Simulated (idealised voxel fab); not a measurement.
The document below concerns the process module designated voxel wiring stack.
cross-section cut | 165 nm wide | cells 5 nm
In what follows, cross-sections appear as grids of square cells, described through bands that run from the top down, where every band is one or more rows of cells.
This entry defines a band. It first specifies the height of the band's top and the height of its bottom in nm, and then specifies the band's materials from left to right, stating each material with its width in nm. The word "everywhere" identifies a single material that fills the band from edge to edge, while the word "blank" identifies empty space.
All heights in this document are referenced to 0, defined as the level beneath which the wafer, as received, consists entirely of one material. The lowest band is not bounded below; it extends indefinitely downward and is written in the form "0..down".
Top row gets the first number, bottom row gets the second, and each row in between changes by the same step: that is how a band width like "30->40" works.
Key: "nothing different" - step with no changed cell in the cross-section.
Enclosed voids (no open way to top), threshold 8 cells or more, entry "Closed empty spaces", notation width x height at distance, distance from left edge, nm.
Formally, on a step line, whatever follows the settings is a remark that the simulator itself makes on the step.
A step line may carry the setting "overlay nm", which, for steps involving a mask, states the distance by which the mask lay to the right of its intended position; negative values denote displacement to the left.

[Process steps (planned)]
1: RECEIVE: material Si
2: CONFORMAL_DEP: material SiO2, thk nm 15
3: CONFORMAL_DEP: material SiCN, thk nm 5
4: DIRECTIONAL_DEP: material lowk, thk nm 25
5: DIRECTIONAL_DEP: material aC, thk nm 10
6: PATTERN: tone open, mask id METAL_1, material resist, width nm 25, pitch nm 40, thk nm 25, overlay nm 0
7: DIRECTIONAL_ETCH: etch materials aC, depth nm 10
8: STRIP: etch materials resist
9: DIRECTIONAL_ETCH: etch materials lowk, depth nm 25
10: DIRECTIONAL_ETCH: etch materials SiCN, depth nm 5
11: STRIP: etch materials aC
12: CONFORMAL_DEP: material TiN, thk nm 5
13: FILL_DEP: material Cu, thk nm 10
14: CMP: height nm 45
15: CONFORMAL_DEP: material SiCN, thk nm 5
16: DIRECTIONAL_DEP: material SiO2, thk nm 20
17: PATTERN: tone open, mask id PLUG_1, material resist, width nm 15, pitch nm 40, thk nm 15, overlay nm 0
18: DIRECTIONAL_ETCH: etch materials SiO2, depth nm 20
19: DIRECTIONAL_ETCH: etch materials SiCN, depth nm 5
20: STRIP: etch materials resist
21: EPI: material Ru, thk nm 10
22: EPI: material Ru, thk nm 10
23: EPI: material Ru, thk nm 5
24: CONFORMAL_DEP: material SiCN, thk nm 5
25: DIRECTIONAL_DEP: material SiO2, thk nm 20
26: DIRECTIONAL_DEP: material aC, thk nm 10
27: PATTERN: tone open, mask id METAL_2, material resist, width nm 25, pitch nm 40, thk nm 25, overlay nm 0
28: DIRECTIONAL_ETCH: etch materials aC, depth nm 10
29: STRIP: etch materials resist
30: DIRECTIONAL_ETCH: etch materials SiO2, depth nm 20
31: DIRECTIONAL_ETCH: etch materials SiCN, depth nm 5
32: STRIP: etch materials aC
33: CONFORMAL_DEP: material TiN, thk nm 5
34: FILL_DEP: material W, thk nm 10
35: CMP: height nm 95
36: CONFORMAL_DEP: material SiN, thk nm 5

[The following pertains to the first of two wafers, which was processed as planned]

[As-received state of the wafer in cross-section, equivalent to post-step 1]
    0..down  Si everywhere
    Closed empty spaces: none

[After step 2: wafer cross-section]
    15..0  SiO2 everywhere
    Lower than 0, everything is as it was.

[After step 3: wafer cross-section]
    20..15  SiCN everywhere
    Lower than 15, everything is as it was.

[After step 4: wafer cross-section]
    45..20  lowk everywhere
    Lower than 20, everything is as it was.

[After step 5: wafer cross-section]
    55..45  aC everywhere
    Lower than 45, everything is as it was.

[After step 6: wafer cross-section]
    80..55  resist 30 nm; blank 25 nm; resist 15 nm; blank 25 nm; resist 15 nm; blank 25 nm; resist 30 nm
    Lower than 55, everything is as it was.

[After step 7: wafer cross-section]
    70..55  resist 30 nm; blank 25 nm; resist 15 nm; blank 25 nm; resist 15 nm; blank 25 nm; resist 30 nm
    55..45  aC 30 nm; blank 25 nm; aC 15 nm; blank 25 nm; aC 15 nm; blank 25 nm; aC 30 nm
    Lower than 45, everything is as it was.

[After step 8: wafer cross-section]
    55..45  aC 30 nm; blank 25 nm; aC 15 nm; blank 25 nm; aC 15 nm; blank 25 nm; aC 30 nm
    Lower than 45, everything is as it was.

[After step 9: wafer cross-section]
    55..45  aC 30 nm; blank 25 nm; aC 15 nm; blank 25 nm; aC 15 nm; blank 25 nm; aC 30 nm
    45..20  lowk 30 nm; blank 25 nm; lowk 15 nm; blank 25 nm; lowk 15 nm; blank 25 nm; lowk 30 nm
    Lower than 20, everything is as it was.

[After step 10: wafer cross-section]
    55..45  aC 30 nm; blank 25 nm; aC 15 nm; blank 25 nm; aC 15 nm; blank 25 nm; aC 30 nm
    45..20  lowk 30 nm; blank 25 nm; lowk 15 nm; blank 25 nm; lowk 15 nm; blank 25 nm; lowk 30 nm
    20..15  SiCN 30 nm; blank 25 nm; SiCN 15 nm; blank 25 nm; SiCN 15 nm; blank 25 nm; SiCN 30 nm
    Lower than 15, everything is as it was.

[After step 11: wafer cross-section]
    45..20  lowk 30 nm; blank 25 nm; lowk 15 nm; blank 25 nm; lowk 15 nm; blank 25 nm; lowk 30 nm
    Lower than 20, everything is as it was.

[After step 12: wafer cross-section]
    50..45  TiN 35 nm; blank 15 nm; TiN 25 nm; blank 15 nm; TiN 25 nm; blank 15 nm; TiN 35 nm
    45..20  lowk 30 nm; TiN 5 nm; blank 15 nm; TiN 5 nm; lowk 15 nm; TiN 5 nm; blank 15 nm; TiN 5 nm; lowk 15 nm; TiN 5 nm; blank 15 nm; TiN 5 nm; lowk 30 nm
    20..15  SiCN 30 nm; TiN 25 nm; SiCN 15 nm; TiN 25 nm; SiCN 15 nm; TiN 25 nm; SiCN 30 nm
    Lower than 15, everything is as it was.

[After step 13: wafer cross-section]
    60..50  Cu everywhere
    50..45  TiN 35 nm; Cu 15 nm; TiN 25 nm; Cu 15 nm; TiN 25 nm; Cu 15 nm; TiN 35 nm
    45..20  lowk 30 nm; TiN 5 nm; Cu 15 nm; TiN 5 nm; lowk 15 nm; TiN 5 nm; Cu 15 nm; TiN 5 nm; lowk 15 nm; TiN 5 nm; Cu 15 nm; TiN 5 nm; lowk 30 nm
    Lower than 20, everything is as it was.

[After step 14: wafer cross-section]
    45..20  lowk 30 nm; TiN 5 nm; Cu 15 nm; TiN 5 nm; lowk 15 nm; TiN 5 nm; Cu 15 nm; TiN 5 nm; lowk 15 nm; TiN 5 nm; Cu 15 nm; TiN 5 nm; lowk 30 nm
    Lower than 20, everything is as it was.

[After step 15: wafer cross-section]
    50..45  SiCN everywhere
    Lower than 45, everything is as it was.

[After step 16: wafer cross-section]
    70..50  SiO2 everywhere
    Lower than 50, everything is as it was.

[After step 17: wafer cross-section]
    85..70  resist 30 nm; blank 15 nm; resist 25 nm; blank 15 nm; resist 25 nm; blank 15 nm; resist 40 nm
    Lower than 70, everything is as it was.

[After step 18: wafer cross-section]
    85..70  resist 30 nm; blank 15 nm; resist 25 nm; blank 15 nm; resist 25 nm; blank 15 nm; resist 40 nm
    70..50  SiO2 30 nm; blank 15 nm; SiO2 25 nm; blank 15 nm; SiO2 25 nm; blank 15 nm; SiO2 40 nm
    Lower than 50, everything is as it was.

[After step 19: wafer cross-section]
    85..70  resist 30 nm; blank 15 nm; resist 25 nm; blank 15 nm; resist 25 nm; blank 15 nm; resist 40 nm
    70..50  SiO2 30 nm; blank 15 nm; SiO2 25 nm; blank 15 nm; SiO2 25 nm; blank 15 nm; SiO2 40 nm
    50..45  SiCN 30 nm; blank 15 nm; SiCN 25 nm; blank 15 nm; SiCN 25 nm; blank 15 nm; SiCN 40 nm
    Lower than 45, everything is as it was.

[After step 20: wafer cross-section]
    70..50  SiO2 30 nm; blank 15 nm; SiO2 25 nm; blank 15 nm; SiO2 25 nm; blank 15 nm; SiO2 40 nm
    Lower than 50, everything is as it was.

[After step 21: wafer cross-section]
    70..55  SiO2 30 nm; blank 15 nm; SiO2 25 nm; blank 15 nm; SiO2 25 nm; blank 15 nm; SiO2 40 nm
    55..50  SiO2 30 nm; Ru 15 nm; SiO2 25 nm; Ru 15 nm; SiO2 25 nm; Ru 15 nm; SiO2 40 nm
    50..45  SiCN 30 nm; Ru 15 nm; SiCN 25 nm; Ru 15 nm; SiCN 25 nm; Ru 15 nm; SiCN 40 nm
    Lower than 45, everything is as it was.

[After step 22: wafer cross-section]
    70..65  SiO2 30 nm; blank 15 nm; SiO2 25 nm; blank 15 nm; SiO2 25 nm; blank 15 nm; SiO2 40 nm
    65..50  SiO2 30 nm; Ru 15 nm; SiO2 25 nm; Ru 15 nm; SiO2 25 nm; Ru 15 nm; SiO2 40 nm
    Lower than 50, everything is as it was.

[After step 23: wafer cross-section]
    70..50  SiO2 30 nm; Ru 15 nm; SiO2 25 nm; Ru 15 nm; SiO2 25 nm; Ru 15 nm; SiO2 40 nm
    Lower than 50, everything is as it was.

[After step 24: wafer cross-section]
    75..70  SiCN everywhere
    Lower than 70, everything is as it was.

[After step 25: wafer cross-section]
    95..75  SiO2 everywhere
    Lower than 75, everything is as it was.

[After step 26: wafer cross-section]
    105..95  aC everywhere
    Lower than 95, everything is as it was.

[After step 27: wafer cross-section]
    130..105  resist 30 nm; blank 25 nm; resist 15 nm; blank 25 nm; resist 15 nm; blank 25 nm; resist 30 nm
    Lower than 105, everything is as it was.

[After step 28: wafer cross-section]
    120..105  resist 30 nm; blank 25 nm; resist 15 nm; blank 25 nm; resist 15 nm; blank 25 nm; resist 30 nm
    105..95  aC 30 nm; blank 25 nm; aC 15 nm; blank 25 nm; aC 15 nm; blank 25 nm; aC 30 nm
    Lower than 95, everything is as it was.

[After step 29: wafer cross-section]
    105..95  aC 30 nm; blank 25 nm; aC 15 nm; blank 25 nm; aC 15 nm; blank 25 nm; aC 30 nm
    Lower than 95, everything is as it was.

[After step 30: wafer cross-section]
    105..95  aC 30 nm; blank 25 nm; aC 15 nm; blank 25 nm; aC 15 nm; blank 25 nm; aC 30 nm
    95..75  SiO2 30 nm; blank 25 nm; SiO2 15 nm; blank 25 nm; SiO2 15 nm; blank 25 nm; SiO2 30 nm
    Lower than 75, everything is as it was.

[After step 31: wafer cross-section]
    105..95  aC 30 nm; blank 25 nm; aC 15 nm; blank 25 nm; aC 15 nm; blank 25 nm; aC 30 nm
    95..75  SiO2 30 nm; blank 25 nm; SiO2 15 nm; blank 25 nm; SiO2 15 nm; blank 25 nm; SiO2 30 nm
    75..70  SiCN 30 nm; blank 25 nm; SiCN 15 nm; blank 25 nm; SiCN 15 nm; blank 25 nm; SiCN 30 nm
    Lower than 70, everything is as it was.

[After step 32: wafer cross-section]
    95..75  SiO2 30 nm; blank 25 nm; SiO2 15 nm; blank 25 nm; SiO2 15 nm; blank 25 nm; SiO2 30 nm
    Lower than 75, everything is as it was.

[After step 33: wafer cross-section]
    100..95  TiN 35 nm; blank 15 nm; TiN 25 nm; blank 15 nm; TiN 25 nm; blank 15 nm; TiN 35 nm
    95..75  SiO2 30 nm; TiN 5 nm; blank 15 nm; TiN 5 nm; SiO2 15 nm; TiN 5 nm; blank 15 nm; TiN 5 nm; SiO2 15 nm; TiN 5 nm; blank 15 nm; TiN 5 nm; SiO2 30 nm
    75..70  SiCN 30 nm; TiN 25 nm; SiCN 15 nm; TiN 25 nm; SiCN 15 nm; TiN 25 nm; SiCN 30 nm
    Lower than 70, everything is as it was.

[After step 34: wafer cross-section]
    110..100  W everywhere
    100..95  TiN 35 nm; W 15 nm; TiN 25 nm; W 15 nm; TiN 25 nm; W 15 nm; TiN 35 nm
    95..75  SiO2 30 nm; TiN 5 nm; W 15 nm; TiN 5 nm; SiO2 15 nm; TiN 5 nm; W 15 nm; TiN 5 nm; SiO2 15 nm; TiN 5 nm; W 15 nm; TiN 5 nm; SiO2 30 nm
    Lower than 75, everything is as it was.

[After step 35: wafer cross-section]
    95..75  SiO2 30 nm; TiN 5 nm; W 15 nm; TiN 5 nm; SiO2 15 nm; TiN 5 nm; W 15 nm; TiN 5 nm; SiO2 15 nm; TiN 5 nm; W 15 nm; TiN 5 nm; SiO2 30 nm
    Lower than 75, everything is as it was.

[After step 36: wafer cross-section]
    100..95  SiN everywhere
    Lower than 95, everything is as it was.

[Companion wafer, the second of two: same beginning, same intended sequence, one mistake in carrying it out; through step 34 inclusive it tracks the first exactly]

Second wafer profile in section, at the moment step 35 of the plan was meant to be complete: nothing different

[Second wafer profile in section, at the moment step 36 of the plan was meant to be complete]
    115..110  SiN everywhere
    Lower than 110, everything is as it was.
In executing the process, a mistake was made relative to the plan: the run left out plan step 35 entirely, so it was never executed
Cell-count delta at end, second wafer over first, by material: TiN: 24 more | W: 75 more
